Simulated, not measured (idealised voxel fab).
process module | voxel ribs on slabs
cross-section cut | 185 nm wide | cells 5 nm
A cross-section is a grid of square cells, given in bands from the top down. A band is one or more rows of cells.
Each band's line starts with the height of the band's top and of its bottom, in nm. Then come its materials from left to right, each with its width in nm. One material with "throughout" fills the band from edge to edge. "air" is empty space.
Height 0 is the level under which the wafer as received is all one material. The lowest band goes on downwards, as in "0 down".
A width such as "30 to 40" changes by the same amount from each row of cells to the next, from the band's top row to its bottom row.
"no change" after a step means that no cell of the cross-section changed.
closed voids: empty space of 8 cells or more with no open way to the top, each as width x height at its distance from the left edge, in nm
after a step's settings: what the simulator itself notes on the step
overlay nm, on a step with a mask: how far to the right of its planned place the mask lay; to the left if negative
plan
1 op RECEIVE | material Si
2 op DIRECTIONAL_DEP | material SiO2 | thk nm 25
3 op DIRECTIONAL_DEP | material SiN | thk nm 15
4 op PATTERN | tone cover | mask id RIB | material resist | width nm 30 | thk nm 15 | overlay nm 0
5 op DIRECTIONAL_ETCH | etch materials SiN | depth nm 5
6 op STRIP | etch materials resist
7 op DIRECTIONAL_DEP | material aC | thk nm 10
8 op PATTERN | tone cover | mask id SLAB | material resist | width nm 60 | thk nm 25 | overlay nm 0
9 op DIRECTIONAL_ETCH | etch materials aC | depth nm 10
10 op STRIP | etch materials resist
11 op DIRECTIONAL_ETCH | etch materials SiN | depth nm 10
12 op STRIP | etch materials aC
13 op FILL_DEP | material SiO2 | thk nm 25
14 op CMP | height nm 60
15 op DIRECTIONAL_DEP | material W | thk nm 5
16 op PATTERN | tone cover | mask id HEATER | material resist | width nm 40 | thk nm 15 | overlay nm 0
17 op DIRECTIONAL_ETCH | etch materials W | depth nm 5
18 op STRIP | etch materials resist
19 op CONFORMAL_DEP | material SiN | thk nm 10
as received, after step 1
  0 down: Si throughout
  closed voids: none
first wafer at the end, as planned
  75 to 70: air 60 | SiN 60 | air 65
  70 to 65: SiN throughout
  65 to 60: SiN 70 | W 40 | SiN 75
  60 to 40: SiO2 throughout
  40 to 35: SiO2 75 | SiN 30 | SiO2 80
  35 to 25: SiO2 60 | SiN 60 | SiO2 65
  25 to 0: SiO2 throughout
  0 down: Si throughout
  closed voids: none
second wafer at the end: like start, like plan, one mistake
  75 to 70: air 60 | SiN 60 | air 65
  70 to 65: SiN throughout
  65 to 60: SiN 70 | W 40 | SiN 75
  60 to 15: SiO2 throughout
  15 to 0: SiN throughout
  0 down: Si throughout
  closed voids: none
what went wrong: steps 2 and 3 were swapped
at the end the second wafer has, in cells: 81 more of SiN | 81 fewer of SiO2
